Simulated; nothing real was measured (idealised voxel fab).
Process module, titled voxel capacitor over wiring
For reference, the cross-section in this document is cut, with width 155 nm and square cells of 5 nm.
Just so we're on the same page, the cross-sections are grids of square cells, and they're listed out in bands top to bottom, each band one or more rows deep. Within each band entry, the heights of the top and of the bottom of the band appear first, in that order and in nm; the materials of the band then follow from left to right, each with its corresponding width in nm. The designation "full width" on a single material indicates that it fills the band from edge to edge; the designation "blank" indicates empty space. A quick word on heights: they are counted from 0, and under that level the wafer as it came to us is one material throughout. The lowest band is different from the rest in having no bottom; it simply continues downward, written as in "top 0, no bottom". The width entry "30->40" should be interpreted row by row: the top row of cells in the band takes the first number, the bottom row takes the second number, and the change between adjacent rows is uniform throughout. "everything unchanged" -> step changed no cross-section cell. Closed-off voids of 8+ cells (no open route to the top) go in "Cavities, closed", written width x height at distance from the left edge, in nm. Anything after a step's settings on that line? It's the simulator's own note about the step. The setting "overlay nm" may be written on the line of a step. When the step uses a mask, the value reports how far to the right of the planned place the mask lay, and a negative value reports that it lay to the left.
Plan
| 1 | RECEIVE with material Si |
| 2 | CONFORMAL_DEP with material SiO2, thk nm 15 |
| 3 | DIRECTIONAL_DEP with material TiN, thk nm 5 |
| 4 | DIRECTIONAL_DEP with material W, thk nm 15 |
| 5 | DIRECTIONAL_DEP with material aC, thk nm 10 |
| 6 | PATTERN with tone cover, mask id METAL_1, material resist, width nm 20, pitch nm 75, thk nm 25, overlay nm 0 |
| 7 | DIRECTIONAL_ETCH with etch materials aC, depth nm 10 |
| 8 | STRIP with etch materials resist |
| 9 | DIRECTIONAL_ETCH with etch materials W, depth nm 15 |
| 10 | DIRECTIONAL_ETCH with etch materials TiN, depth nm 5 |
| 11 | STRIP with etch materials aC |
| 12 | FILL_DEP with material SiO2, thk nm 10 |
| 13 | CMP with height nm 35 |
| 14 | CONFORMAL_DEP with material SiCN, thk nm 5 |
| 15 | DIRECTIONAL_DEP with material lowk, thk nm 20 |
| 16 | PATTERN with tone open, mask id PLUG_1, material resist, width nm 15, thk nm 15, overlay nm 0 |
| 17 | DIRECTIONAL_ETCH with etch materials lowk, depth nm 20 |
| 18 | DIRECTIONAL_ETCH with etch materials SiCN, depth nm 5 |
| 19 | STRIP with etch materials resist |
| 20 | EPI with material Ru, thk nm 10 |
| 21 | EPI with material Ru, thk nm 10 |
| 22 | EPI with material Ru, thk nm 5 |
| 23 | DIRECTIONAL_DEP with material TiN, thk nm 10 |
| 24 | DIRECTIONAL_DEP with material SiN, thk nm 5 |
| 25 | DIRECTIONAL_DEP with material TiN, thk nm 10 |
| 26 | MASKED_ETCH with tone cover, mask id UPPER_PLATE, width nm 60, etch materials TiN, depth nm 10, overlay nm 0 |
| 27 | MASKED_ETCH with tone cover, mask id UPPER_PLATE, width nm 60, etch materials SiN, depth nm 5, overlay nm 0 |
| 28 | MASKED_ETCH with tone cover, mask id LOWER_PLATE, width nm 70, etch materials TiN, depth nm 10, overlay nm 0 |
| 29 | FILL_DEP with material SiO2, thk nm 15 |
| 30 | CMP with height nm 95 |
| 31 | MASKED_ETCH with tone open, mask id PLUG_2, width nm 15, etch materials SiO2, depth nm 10, overlay nm 0 |
| 32 | CONFORMAL_DEP with material TiN, thk nm 5 |
| 33 | FILL_DEP with material Ru, thk nm 5 |
| 34 | CMP with height nm 95 |
| 35 | CONFORMAL_DEP with material SiN, thk nm 5 |
As received (post step 1): cross-section
- top 0, no bottom: Si full width
- Cavities, closed: none
Look at the cross-section after the module: the wafer started out the way shown above and the plan was the one shown above, yet one mistake was made along the way
- top 100, bottom 95: SiN full width
- top 95, bottom 90: 45 SiO2 | 15 TiN | 95 SiO2
- top 90, bottom 85: 35 SiO2 | 5 TiN | 5 SiO2 | 50 TiN | 60 SiO2
- top 85, bottom 80: 35 SiO2 | 60 TiN | 60 SiO2
- top 80, bottom 75: 35 SiO2 | 5 SiN | 5 TiN | 50 SiN | 60 SiO2
- top 75, bottom 70: 40 Ru | 5 SiN | 110 Ru
- top 70, bottom 65: 35 TiN | 15 Ru | 105 TiN
- top 65, bottom 60: TiN full width
- top 60, bottom 55: 35 lowk | 15 TiN | 105 lowk
- top 55, bottom 40: 35 lowk | 15 Ru | 105 lowk
- top 40, bottom 35: 35 SiCN | 15 Ru | 105 SiCN
- top 35, bottom 20: 30 SiO2 | 20 W | 55 SiO2 | 20 W | 30 SiO2
- top 20, bottom 15: 30 SiO2 | 20 TiN | 55 SiO2 | 20 TiN | 30 SiO2
- top 15, bottom 0: SiO2 full width
- top 0, no bottom: Si full width
- Cavities, closed: none
In executing the process, a mistake was made relative to the plan: steps 22 and 23 swapped
